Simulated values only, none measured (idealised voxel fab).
Module name: voxel capacitor over wiring (process module)
It is cross-section cut that appears here, measuring 210 nm in width, its square cells being 5 nm in size.
Heads up, the way a cross-section reads in here is a grid of square cells, handed over as bands from the top down, with every band being one or more rows of cells.
The entry gives the band's vertical extent as a top height and a bottom height in nm, then its horizontal make-up as materials from left to right, each with a width in nm. "blank" stands for empty space; a single material marked "full width" fills the band edge to edge.
Height is counted from the level 0, under which the received wafer is composed throughout of one material. The lowest of the bands is not closed at the bottom but continues downward, in the notation "0..down".
When a width is written as two numbers, as in "30..40", the first number is the width in the top row of cells of the band and the second is the width in its bottom row, and the width changes by the same amount from each row to the next.
A step reported as "left unchanged" is a step in which no cell of the cross-section changed.
"Closed void table" specifies each empty space that is not open to the top and that occupies no fewer than 8 cells, using the form width x height at distance, the distance measured from the left edge and all three quantities in nm.
Read whatever lies past the settings on a step's line as the simulator's own remark about the step.
The optional step-line setting "overlay nm" applies to steps with a mask and quantifies how far to the right of its planned location the mask lay, a negative value indicating leftward placement.

[plan]
1: RECEIVE: material Si
2: CONFORMAL_DEP: material SiO2, thk nm 10
3: CONFORMAL_DEP: material SiCN, thk nm 5
4: DIRECTIONAL_DEP: material SiO2, thk nm 25
5: PATTERN: tone open, mask id METAL_1, material resist, width nm 25, pitch nm 80, thk nm 20, overlay nm 0
6: DIRECTIONAL_ETCH: etch materials SiO2, depth nm 25
7: DIRECTIONAL_ETCH: etch materials SiCN, depth nm 5
8: STRIP: etch materials resist
9: CONFORMAL_DEP: material TiN, thk nm 5
10: FILL_DEP: material Ru, thk nm 10
11: CMP: height nm 40
12: CONFORMAL_DEP: material SiCN, thk nm 5
13: DIRECTIONAL_DEP: material lowk, thk nm 15
14: PATTERN: tone open, mask id PLUG_1, material resist, width nm 15, thk nm 15, overlay nm 0
15: DIRECTIONAL_ETCH: etch materials lowk, depth nm 15
16: DIRECTIONAL_ETCH: etch materials SiCN, depth nm 5
17: STRIP: etch materials resist
18: EPI: material Ru, thk nm 10
19: EPI: material Ru, thk nm 10
20: DIRECTIONAL_DEP: material TiN, thk nm 10
21: DIRECTIONAL_DEP: material Al2O3, thk nm 5
22: DIRECTIONAL_DEP: material TiN, thk nm 10
23: DIRECTIONAL_DEP: material aC, thk nm 10
24: PATTERN: tone cover, mask id UPPER_PLATE, material resist, width nm 60, thk nm 25, overlay nm 0
25: DIRECTIONAL_ETCH: etch materials aC, depth nm 10
26: STRIP: etch materials resist
27: DIRECTIONAL_ETCH: etch materials TiN, depth nm 10
28: DIRECTIONAL_ETCH: etch materials Al2O3, depth nm 5
29: STRIP: etch materials aC
30: DIRECTIONAL_DEP: material aC, thk nm 15
31: PATTERN: tone cover, mask id LOWER_PLATE, material resist, width nm 70, thk nm 30, overlay nm 0
32: DIRECTIONAL_ETCH: etch materials aC, depth nm 15
33: STRIP: etch materials resist
34: DIRECTIONAL_ETCH: etch materials TiN, depth nm 10
35: STRIP: etch materials aC
36: FILL_DEP: material SiO2, thk nm 15
37: CMP: height nm 95
38: DIRECTIONAL_DEP: material aC, thk nm 10
39: PATTERN: tone open, mask id PLUG_2, material resist, width nm 15, thk nm 25, overlay nm 0
40: DIRECTIONAL_ETCH: etch materials aC, depth nm 10
41: STRIP: etch materials resist
42: DIRECTIONAL_ETCH: etch materials SiO2, depth nm 10
43: STRIP: etch materials aC
44: CONFORMAL_DEP: material TiN, thk nm 5
45: FILL_DEP: material Cu, thk nm 5
46: CMP: height nm 95
47: CONFORMAL_DEP: material SiN, thk nm 5

[Cross-section of the incoming wafer, state after step 1]
* 0..down: Si full width
* Closed void table: none

[first wafer at the end, as planned]
* 100..95: SiN full width
* 95..90: 70 nm SiO2; 5 nm TiN; 5 nm Cu; 5 nm TiN; 125 nm SiO2
* 90..85: 70 nm SiO2; 15 nm TiN; 125 nm SiO2
* 85..75: 60 nm SiO2; 60 nm TiN; 90 nm SiO2
* 75..70: 60 nm SiO2; 60 nm Al2O3; 90 nm SiO2
* 70..60: 55 nm SiO2; 70 nm TiN; 85 nm SiO2
* 60..45: 60 nm lowk; 15 nm Ru; 135 nm lowk
* 45..40: 60 nm SiCN; 15 nm Ru; 135 nm SiCN
* 40..15: 50 nm SiO2; 5 nm TiN; 15 nm Ru; 5 nm TiN; 55 nm SiO2; 5 nm TiN; 15 nm Ru; 5 nm TiN; 55 nm SiO2
* 15..10: 50 nm SiCN; 25 nm TiN; 55 nm SiCN; 25 nm TiN; 55 nm SiCN
* 10..0: SiO2 full width
* 0..down: Si full width
* Closed void table: none

[Now the second wafer, cross-sectioned at the end of the module. Nothing different at the start, nothing different in the plan compared with the first, just one mistake when it was actually run]
* 100..95: SiN full width
* 95..90: 70 nm SiO2; 5 nm TiN; 5 nm Cu; 5 nm TiN; 125 nm SiO2
* 90..85: 70 nm SiO2; 15 nm TiN; 125 nm SiO2
* 85..75: 60 nm SiO2; 60 nm TiN; 90 nm SiO2
* 75..70: 60 nm SiO2; 60 nm Al2O3; 90 nm SiO2
* 70..60: 55 nm SiO2; 70 nm TiN; 85 nm SiO2
* 60..45: 60 nm lowk; 15 nm Ru; 135 nm lowk
* 45..40: 60 nm SiCN; 15 nm Ru; 135 nm SiCN
* 40..15: 55 nm SiO2; 5 nm TiN; 10 nm Ru; 5 nm TiN; 60 nm SiO2; 5 nm TiN; 10 nm Ru; 5 nm TiN; 55 nm SiO2
* 15..10: 55 nm SiCN; 20 nm TiN; 60 nm SiCN; 20 nm TiN; 55 nm SiCN
* 10..0: SiO2 full width
* 0..down: Si full width
* Closed void table: none
Which mistake was made when the wafer was run? step 5 ran differently from the plan; actual operation with settings: PATTERN: tone open, mask id METAL_1, material resist, width nm 20, pitch nm 80, thk nm 20, overlay nm 0
The closing comparison, in cells, has the second wafer with more or fewer of some materials than the first: 10 fewer of Ru; 2 more of SiCN; 10 more of SiO2; 2 fewer of TiN
